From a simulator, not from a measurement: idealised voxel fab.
Documented hereafter: the process module known as voxel ribs on slabs.
Cross-section cut spans 270 nm and uses square cells 5 nm in size.
Heads up, the way a cross-section reads in here is a grid of square cells, handed over as bands from the top down, with every band being one or more rows of cells.
Band entry format. Leading values: height of top, height of bottom, nm. Remainder: materials in left-to-right order, each with its width in nm. Special words: "edge to edge" on a single material, which then fills the band edge to edge; "air", empty space.
We count height from 0. Below that, the starting wafer is all one material. The lowest band never ends at the bottom but goes on down; see "z 0 and below" for how that is written.
A width such as "30 to 40" changes by the same amount from each row of cells to the next, from the band's top row to its bottom row.
Step marked "everything unchanged"? Then no cell in the cross-section changed in it.
"Voids, fully enclosed" lists enclosed empty spaces (at least 8 cells, no open path upward to the top), each as width x height at distance from the left edge, in nm.
On each step's line, the part that comes after the settings is the simulator's own comment on the step.
The setting "overlay nm" may be written on the line of a step. When the step uses a mask, the value reports how far to the right of the planned place the mask lay, and a negative value reports that it lay to the left.
### Intended process steps
1: RECEIVE: material Si
2: DIRECTIONAL_DEP: material SiO2, thk nm 20
3: DIRECTIONAL_DEP: material polySi, thk nm 20
4: DIRECTIONAL_DEP: material aC, thk nm 10
5: PATTERN: tone cover, mask id RIB, material resist, width nm 20, thk nm 30, overlay nm 0
6: DIRECTIONAL_ETCH: etch materials aC, depth nm 10
7: STRIP: etch materials resist
8: DIRECTIONAL_ETCH: etch materials polySi, depth nm 15
9: STRIP: etch materials aC
10: PATTERN: tone cover, mask id SLAB, material resist, width nm 50, thk nm 15, overlay nm 0
11: DIRECTIONAL_ETCH: etch materials polySi, depth nm 5
12: STRIP: etch materials resist
13: FILL_DEP: material SiO2, thk nm 25
14: CMP: height nm 55
15: DIRECTIONAL_DEP: material W, thk nm 5
16: PATTERN: tone cover, mask id HEATER, material resist, width nm 30, thk nm 20, overlay nm 0
17: DIRECTIONAL_ETCH: etch materials W, depth nm 5
18: STRIP: etch materials resist
19: CONFORMAL_DEP: material SiN, thk nm 5
Quick note for whoever runs this: the wafers start identical, but the width nm at step 10 isn't the same across them. The plan just shows what the first wafer had.
### Cross-section, first of several wafers, as delivered after step 1
	z 0 and below = Si edge to edge
	Voids, fully enclosed: none
### The rows of the table below are wafers. Looking at the end of the module, a row counts, for every material, the cells the wafer has gained, shown as (+), or lost, shown as (-), since it was received; its closed voids come next
width nm 50; +56 SiN; +572 SiO2; +6 W; +22 polySi; Voids, fully enclosed: none
width nm 55; +56 SiN; +571 SiO2; +6 W; +23 polySi; Voids, fully enclosed: none
width nm 60; +56 SiN; +570 SiO2; +6 W; +24 polySi; Voids, fully enclosed: none
width nm 65; +56 SiN; +569 SiO2; +6 W; +25 polySi; Voids, fully enclosed: none
width nm 70; +56 SiN; +568 SiO2; +6 W; +26 polySi; Voids, fully enclosed: none
width nm 75; +56 SiN; +567 SiO2; +6 W; +27 polySi; Voids, fully enclosed: none
